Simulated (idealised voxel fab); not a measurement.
Process module under the name voxel wiring stack
Xsec cut, 165 nm wide, square cell size 5 nm.
In this document a cross-section is written as a grid of square cells. It is given as a series of bands, listed from the top down, and a band is one or more rows of cells. Each band's line starts with the height of the band's top and of its bottom, in nm. Then come its materials from left to right, each with its width in nm. One material with "everywhere" fills the band from edge to edge. "blank" is empty space. Beneath 0, the wafer as received is one material, and that level is where height counting begins. The lowest band goes on downward without a bottom; it is written like "0 down". Top row gets the first number, bottom row gets the second, and each row in between changes by the same step: that is how a band width like "30..40" works. You'll sometimes find "nothing was modified" written for a step, and that's the way of saying that nowhere in the cross-section did a cell change during that step. The label "Sealed void listing" introduces a list of the empty spaces, 8 cells or larger, that have no open way up to the top; each entry in it reads width x height at distance, where the distance is taken from the left edge and all three are stated in nm. Text after the settings on a step's line: the simulator's own remark on that step. overlay nm, on a step with a mask: how far to the right of its planned place the mask lay; to the left if negative.
Planned process steps:
1 RECEIVE: material Si
2 CONFORMAL_DEP: material SiO2, thk nm 15
3 DIRECTIONAL_DEP: material TiN, thk nm 5
4 DIRECTIONAL_DEP: material W, thk nm 15
5 PATTERN: tone cover, mask id METAL_1, material resist, width nm 30, pitch nm 50, thk nm 15, overlay nm 0
6 DIRECTIONAL_ETCH: etch materials W, depth nm 15
7 DIRECTIONAL_ETCH: etch materials TiN, depth nm 5
8 STRIP: etch materials resist
9 FILL_DEP: material lowk, thk nm 5
10 CMP: height nm 35
11 CONFORMAL_DEP: material SiCN, thk nm 5
12 DIRECTIONAL_DEP: material SiO2, thk nm 25
13 MASKED_ETCH: tone open, mask id METAL_2_HOLES, width nm 15, pitch nm 50, etch materials SiO2, depth nm 25, overlay nm 0
14 PATTERN: tone open, mask id METAL_2, material resist, width nm 30, pitch nm 50, thk nm 15, overlay nm 0
15 DIRECTIONAL_ETCH: etch materials SiO2, depth nm 15
16 DIRECTIONAL_ETCH: etch materials SiCN, depth nm 5
17 STRIP: etch materials resist
18 CONFORMAL_DEP: material TiN, thk nm 5
19 FILL_DEP: material Cu, thk nm 5
20 CMP: height nm 65
21 CONFORMAL_DEP: material SiCN, thk nm 5
22 DIRECTIONAL_DEP: material lowk, thk nm 20
23 PATTERN: tone open, mask id PLUG_2, material resist, width nm 15, pitch nm 50, thk nm 15, overlay nm 0
24 DIRECTIONAL_ETCH: etch materials lowk, depth nm 20
25 DIRECTIONAL_ETCH: etch materials SiCN, depth nm 5
26 STRIP: etch materials resist
27 EPI: material Ru, thk nm 10
28 EPI: material Ru, thk nm 10
29 EPI: material Ru, thk nm 5
30 DIRECTIONAL_DEP: material TiN, thk nm 5
31 DIRECTIONAL_DEP: material Ru, thk nm 20
32 MASKED_ETCH: tone cover, mask id METAL_3, width nm 30, pitch nm 50, etch materials Ru, depth nm 20, overlay nm 0
33 MASKED_ETCH: tone cover, mask id METAL_3, width nm 30, pitch nm 50, etch materials TiN, depth nm 5, overlay nm 0
34 FILL_DEP: material SiO2, thk nm 5
35 CMP: height nm 115
36 CONFORMAL_DEP: material SiCN, thk nm 5
First out of two wafers; run went to plan:
Cross-section: wafer on arrival = after step 1:
  0 down: Si everywhere
  Sealed void listing: none
Wafer section view after processing step 2:
  15 to 0: SiO2 everywhere
  No changes below 0.
Wafer section view after processing step 3:
  20 to 15: TiN everywhere
  No changes below 15.
Wafer section view after processing step 4:
  35 to 20: W everywhere
  No changes below 20.
Wafer section view after processing step 5:
  50 to 35: blank 40 nm / resist 30 nm / blank 20 nm / resist 30 nm / blank 45 nm
  No changes below 35.
Wafer section view after processing step 6:
  50 to 35: blank 40 nm / resist 30 nm / blank 20 nm / resist 30 nm / blank 45 nm
  35 to 20: blank 40 nm / W 30 nm / blank 20 nm / W 30 nm / blank 45 nm
  No changes below 20.
Wafer section view after processing step 7:
  50 to 35: blank 40 nm / resist 30 nm / blank 20 nm / resist 30 nm / blank 45 nm
  35 to 20: blank 40 nm / W 30 nm / blank 20 nm / W 30 nm / blank 45 nm
  20 to 15: blank 40 nm / TiN 30 nm / blank 20 nm / TiN 30 nm / blank 45 nm
  No changes below 15.
Wafer section view after processing step 8:
  35 to 20: blank 40 nm / W 30 nm / blank 20 nm / W 30 nm / blank 45 nm
  No changes below 20.
Wafer section view after processing step 9:
  40 to 35: lowk everywhere
  35 to 20: lowk 40 nm / W 30 nm / lowk 20 nm / W 30 nm / lowk 45 nm
  20 to 15: lowk 40 nm / TiN 30 nm / lowk 20 nm / TiN 30 nm / lowk 45 nm
  No changes below 15.
Wafer section view after processing step 10:
  35 to 20: lowk 40 nm / W 30 nm / lowk 20 nm / W 30 nm / lowk 45 nm
  No changes below 20.
Wafer section view after processing step 11:
  40 to 35: SiCN everywhere
  No changes below 35.
Wafer section view after processing step 12:
  65 to 40: SiO2 everywhere
  No changes below 40.
Wafer section view after processing step 13:
  65 to 40: SiO2 40 nm / blank 15 nm / SiO2 35 nm / blank 15 nm / SiO2 60 nm
  No changes below 40.
Wafer section view after processing step 14:
  80 to 65: resist 40 nm / blank 30 nm / resist 20 nm / blank 30 nm / resist 45 nm
  No changes below 65.
Wafer section view after processing step 15:
  80 to 65: resist 40 nm / blank 30 nm / resist 20 nm / blank 30 nm / resist 45 nm
  65 to 50: SiO2 40 nm / blank 30 nm / SiO2 20 nm / blank 30 nm / SiO2 45 nm
  No changes below 50.
Wafer section view after processing step 16:
  80 to 65: resist 40 nm / blank 30 nm / resist 20 nm / blank 30 nm / resist 45 nm
  65 to 50: SiO2 40 nm / blank 30 nm / SiO2 20 nm / blank 30 nm / SiO2 45 nm
  50 to 40: SiO2 40 nm / blank 15 nm / SiO2 35 nm / blank 15 nm / SiO2 60 nm
  40 to 35: SiCN 40 nm / blank 15 nm / SiCN 35 nm / blank 15 nm / SiCN 60 nm
  No changes below 35.
Wafer section view after processing step 17:
  65 to 50: SiO2 40 nm / blank 30 nm / SiO2 20 nm / blank 30 nm / SiO2 45 nm
  No changes below 50.
Wafer section view after processing step 18:
  70 to 65: TiN 45 nm / blank 20 nm / TiN 30 nm / blank 20 nm / TiN 50 nm
  65 to 55: SiO2 40 nm / TiN 5 nm / blank 20 nm / TiN 5 nm / SiO2 20 nm / TiN 5 nm / blank 20 nm / TiN 5 nm / SiO2 45 nm
  55 to 50: SiO2 40 nm / TiN 5 nm / blank 5 nm / TiN 20 nm / SiO2 20 nm / TiN 5 nm / blank 5 nm / TiN 20 nm / SiO2 45 nm
  50 to 40: SiO2 40 nm / TiN 5 nm / blank 5 nm / TiN 5 nm / SiO2 35 nm / TiN 5 nm / blank 5 nm / TiN 5 nm / SiO2 60 nm
  40 to 35: SiCN 40 nm / TiN 15 nm / SiCN 35 nm / TiN 15 nm / SiCN 60 nm
  No changes below 35.
Wafer section view after processing step 19:
  75 to 70: Cu everywhere
  70 to 65: TiN 45 nm / Cu 20 nm / TiN 30 nm / Cu 20 nm / TiN 50 nm
  65 to 55: SiO2 40 nm / TiN 5 nm / Cu 20 nm / TiN 5 nm / SiO2 20 nm / TiN 5 nm / Cu 20 nm / TiN 5 nm / SiO2 45 nm
  55 to 50: SiO2 40 nm / TiN 5 nm / Cu 5 nm / TiN 20 nm / SiO2 20 nm / TiN 5 nm / Cu 5 nm / TiN 20 nm / SiO2 45 nm
  50 to 40: SiO2 40 nm / TiN 5 nm / Cu 5 nm / TiN 5 nm / SiO2 35 nm / TiN 5 nm / Cu 5 nm / TiN 5 nm / SiO2 60 nm
  No changes below 40.
Wafer section view after processing step 20:
  65 to 55: SiO2 40 nm / TiN 5 nm / Cu 20 nm / TiN 5 nm / SiO2 20 nm / TiN 5 nm / Cu 20 nm / TiN 5 nm / SiO2 45 nm
  No changes below 55.
Wafer section view after processing step 21:
  70 to 65: SiCN everywhere
  No changes below 65.
Wafer section view after processing step 22:
  90 to 70: lowk everywhere
  No changes below 70.
Wafer section view after processing step 23:
  105 to 90: resist 40 nm / blank 15 nm / resist 35 nm / blank 15 nm / resist 60 nm
  No changes below 90.
Wafer section view after processing step 24:
  105 to 90: resist 40 nm / blank 15 nm / resist 35 nm / blank 15 nm / resist 60 nm
  90 to 70: lowk 40 nm / blank 15 nm / lowk 35 nm / blank 15 nm / lowk 60 nm
  No changes below 70.
Wafer section view after processing step 25:
  105 to 90: resist 40 nm / blank 15 nm / resist 35 nm / blank 15 nm / resist 60 nm
  90 to 70: lowk 40 nm / blank 15 nm / lowk 35 nm / blank 15 nm / lowk 60 nm
  70 to 65: SiCN 40 nm / blank 15 nm / SiCN 35 nm / blank 15 nm / SiCN 60 nm
  No changes below 65.
Wafer section view after processing step 26:
  90 to 70: lowk 40 nm / blank 15 nm / lowk 35 nm / blank 15 nm / lowk 60 nm
  No changes below 70.
Wafer section view after processing step 27:
  90 to 75: lowk 40 nm / blank 15 nm / lowk 35 nm / blank 15 nm / lowk 60 nm
  75 to 70: lowk 40 nm / Ru 15 nm / lowk 35 nm / Ru 15 nm / lowk 60 nm
  70 to 65: SiCN 40 nm / Ru 15 nm / SiCN 35 nm / Ru 15 nm / SiCN 60 nm
  No changes below 65.
Wafer section view after processing step 28:
  90 to 85: lowk 40 nm / blank 15 nm / lowk 35 nm / blank 15 nm / lowk 60 nm
  85 to 70: lowk 40 nm / Ru 15 nm / lowk 35 nm / Ru 15 nm / lowk 60 nm
  No changes below 70.
Wafer section view after processing step 29:
  90 to 70: lowk 40 nm / Ru 15 nm / lowk 35 nm / Ru 15 nm / lowk 60 nm
  No changes below 70.
Wafer section view after processing step 30:
  95 to 90: TiN everywhere
  No changes below 90.
Wafer section view after processing step 31:
  115 to 95: Ru everywhere
  No changes below 95.
Wafer section view after processing step 32:
  115 to 95: blank 40 nm / Ru 30 nm / blank 20 nm / Ru 30 nm / blank 45 nm
  No changes below 95.
Wafer section view after processing step 33:
  115 to 95: blank 40 nm / Ru 30 nm / blank 20 nm / Ru 30 nm / blank 45 nm
  95 to 90: blank 40 nm / TiN 30 nm / blank 20 nm / TiN 30 nm / blank 45 nm
  No changes below 90.
Wafer section view after processing step 34:
  120 to 115: SiO2 everywhere
  115 to 95: SiO2 40 nm / Ru 30 nm / SiO2 20 nm / Ru 30 nm / SiO2 45 nm
  95 to 90: SiO2 40 nm / TiN 30 nm / SiO2 20 nm / TiN 30 nm / SiO2 45 nm
  No changes below 90.
Wafer section view after processing step 35:
  115 to 95: SiO2 40 nm / Ru 30 nm / SiO2 20 nm / Ru 30 nm / SiO2 45 nm
  No changes below 95.
Wafer section view after processing step 36:
  120 to 115: SiCN everywhere
  No changes below 115.
The second wafer began exactly as the first did and followed the same plan, but one mistake was made while running it; through step 31 inclusive, the two wafers are identical:
Second wafer cross-section, taken as of the time the plan sets for step 32 to be done:
  115 to 95: blank 45 nm / Ru 30 nm / blank 20 nm / Ru 30 nm / blank 40 nm
  No changes below 95.
Second wafer cross-section, taken as of the time the plan sets for step 33 to be done:
  115 to 95: blank 45 nm / Ru 30 nm / blank 20 nm / Ru 30 nm / blank 40 nm
  95 to 90: blank 40 nm / TiN 35 nm / blank 15 nm / TiN 35 nm / blank 40 nm
  No changes below 90.
Second wafer cross-section, taken as of the time the plan sets for step 34 to be done:
  120 to 115: SiO2 everywhere
  115 to 95: SiO2 45 nm / Ru 30 nm / SiO2 20 nm / Ru 30 nm / SiO2 40 nm
  95 to 90: SiO2 40 nm / TiN 35 nm / SiO2 15 nm / TiN 35 nm / SiO2 40 nm
  No changes below 90.
Second wafer cross-section, taken as of the time the plan sets for step 35 to be done:
  115 to 95: SiO2 45 nm / Ru 30 nm / SiO2 20 nm / Ru 30 nm / SiO2 40 nm
  No changes below 95.
Second wafer cross-section, taken as of the time the plan sets for step 36 to be done:
  120 to 115: SiCN everywhere
  No changes below 115.
Misprocessing identified: it should be noted that step 32 was executed with settings other than those planned, the operation and settings actually applied being MASKED_ETCH: tone cover, mask id METAL_3, width nm 30, pitch nm 50, etch materials Ru, depth nm 20, overlay nm 5
FYI, end of process, the second wafer has more or fewer cells of some materials than the first: SiO2 -2 | TiN +2
